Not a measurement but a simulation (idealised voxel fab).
process module | voxel trench capacitor
cross-section cut | 160 nm wide | cells 5 nm
A cross-section is a grid of square cells, given in bands from the top down. A band is one or more rows of cells.
Each band's line starts with the height of the band's top and of its bottom, in nm. Then come its materials from left to right, each with its width in nm. One material with "throughout" fills the band from edge to edge. "air" is empty space.
Height 0 is the level under which the wafer as received is all one material. The lowest band goes on downwards, as in "0 down".
A width such as "30 to 40" changes by the same amount from each row of cells to the next, from the band's top row to its bottom row.
"no change" after a step means that no cell of the cross-section changed.
closed voids: empty space of 8 cells or more with no open way to the top, each as width x height at its distance from the left edge, in nm
after a step's settings: what the simulator itself notes on the step
overlay nm, on a step with a mask: how far to the right of its planned place the mask lay; to the left if negative
plan
1 op RECEIVE | material Si
2 op CONFORMAL_DEP | material SiN | thk nm 5
3 op DIRECTIONAL_DEP | material aC | thk nm 15
4 op PATTERN | tone open | mask id TRENCH | material resist | width nm 25 | pitch nm 45 | thk nm 35 | overlay nm 0
5 op DIRECTIONAL_ETCH | etch materials aC | depth nm 15
6 op STRIP | etch materials resist
7 op DIRECTIONAL_ETCH | etch materials SiN | depth nm 5
8 op DIRECTIONAL_ETCH | etch materials Si | depth nm 30
9 op STRIP | etch materials aC
10 op CONFORMAL_DEP | material Al2O3 | thk nm 5
11 op CONFORMAL_DEP | material TiN | thk nm 5
12 op FILL_DEP | material W | thk nm 10
13 op CMP | height nm 5
first wafer, as planned
as received, after step 1
  0 down: Si throughout
  closed voids: none
after step 2
  5 to 0: SiN throughout
  below 0: unchanged
after step 3
  20 to 5: aC throughout
  below 5: unchanged
after step 4
  55 to 20: resist 45 | air 25 | resist 20 | air 25 | resist 45
  below 20: unchanged
after step 5
  40 to 20: resist 45 | air 25 | resist 20 | air 25 | resist 45
  20 to 5: aC 45 | air 25 | aC 20 | air 25 | aC 45
  below 5: unchanged
after step 6
  20 to 5: aC 45 | air 25 | aC 20 | air 25 | aC 45
  below 5: unchanged
after step 7
  20 to 5: aC 45 | air 25 | aC 20 | air 25 | aC 45
  5 to 0: SiN 45 | air 25 | SiN 20 | air 25 | SiN 45
  below 0: unchanged
after step 8
  20 to 5: aC 45 | air 25 | aC 20 | air 25 | aC 45
  5 to 0: SiN 45 | air 25 | SiN 20 | air 25 | SiN 45
  0 to -30: Si 45 | air 25 | Si 20 | air 25 | Si 45
  below -30: unchanged
after step 9
  5 to 0: SiN 45 | air 25 | SiN 20 | air 25 | SiN 45
  below 0: unchanged
after step 10
  10 to 5: Al2O3 50 | air 15 | Al2O3 30 | air 15 | Al2O3 50
  5 to 0: SiN 45 | Al2O3 5 | air 15 | Al2O3 5 | SiN 20 | Al2O3 5 | air 15 | Al2O3 5 | SiN 45
  0 to -25: Si 45 | Al2O3 5 | air 15 | Al2O3 5 | Si 20 | Al2O3 5 | air 15 | Al2O3 5 | Si 45
  -25 to -30: Si 45 | Al2O3 25 | Si 20 | Al2O3 25 | Si 45
  below -30: unchanged
after step 11
  15 to 10: TiN 55 | air 5 | TiN 40 | air 5 | TiN 55
  10 to 5: Al2O3 50 | TiN 5 | air 5 | TiN 5 | Al2O3 30 | TiN 5 | air 5 | TiN 5 | Al2O3 50
  5 to 0: SiN 45 | Al2O3 5 | TiN 5 | air 5 | TiN 5 | Al2O3 5 | SiN 20 | Al2O3 5 | TiN 5 | air 5 | TiN 5 | Al2O3 5 | SiN 45
  0 to -20: Si 45 | Al2O3 5 | TiN 5 | air 5 | TiN 5 | Al2O3 5 | Si 20 | Al2O3 5 | TiN 5 | air 5 | TiN 5 | Al2O3 5 | Si 45
  -20 to -25: Si 45 | Al2O3 5 | TiN 15 | Al2O3 5 | Si 20 | Al2O3 5 | TiN 15 | Al2O3 5 | Si 45
  below -25: unchanged
after step 12
  25 to 15: W throughout
  15 to 10: TiN 55 | W 5 | TiN 40 | W 5 | TiN 55
  10 to 5: Al2O3 50 | TiN 5 | W 5 | TiN 5 | Al2O3 30 | TiN 5 | W 5 | TiN 5 | Al2O3 50
  5 to 0: SiN 45 | Al2O3 5 | TiN 5 | W 5 | TiN 5 | Al2O3 5 | SiN 20 | Al2O3 5 | TiN 5 | W 5 | TiN 5 | Al2O3 5 | SiN 45
  0 to -20: Si 45 | Al2O3 5 | TiN 5 | W 5 | TiN 5 | Al2O3 5 | Si 20 | Al2O3 5 | TiN 5 | W 5 | TiN 5 | Al2O3 5 | Si 45
  below -20: unchanged
after step 13
  5 to 0: SiN 45 | Al2O3 5 | TiN 5 | W 5 | TiN 5 | Al2O3 5 | SiN 20 | Al2O3 5 | TiN 5 | W 5 | TiN 5 | Al2O3 5 | SiN 45
  below 0: unchanged
second wafer: like start, like plan, one mistake. Through step 9 it matches the first wafer
when step 10 should have ended: no change
when step 11 should have ended
  10 to 5: TiN 50 | air 15 | TiN 30 | air 15 | TiN 50
  5 to 0: SiN 45 | TiN 5 | air 15 | TiN 5 | SiN 20 | TiN 5 | air 15 | TiN 5 | SiN 45
  0 to -25: Si 45 | TiN 5 | air 15 | TiN 5 | Si 20 | TiN 5 | air 15 | TiN 5 | Si 45
  -25 to -30: Si 45 | TiN 25 | Si 20 | TiN 25 | Si 45
  below -30: unchanged
when step 12 should have ended
  20 to 10: W throughout
  10 to 5: TiN 50 | W 15 | TiN 30 | W 15 | TiN 50
  5 to 0: SiN 45 | TiN 5 | W 15 | TiN 5 | SiN 20 | TiN 5 | W 15 | TiN 5 | SiN 45
  0 to -25: Si 45 | TiN 5 | W 15 | TiN 5 | Si 20 | TiN 5 | W 15 | TiN 5 | Si 45
  below -25: unchanged
when step 13 should have ended
  5 to 0: SiN 45 | TiN 5 | W 15 | TiN 5 | SiN 20 | TiN 5 | W 15 | TiN 5 | SiN 45
  below 0: unchanged
what went wrong: step 10 was left out
at the end the second wafer has, in cells: 34 fewer of Al2O3 | 8 more of TiN | 26 more of W
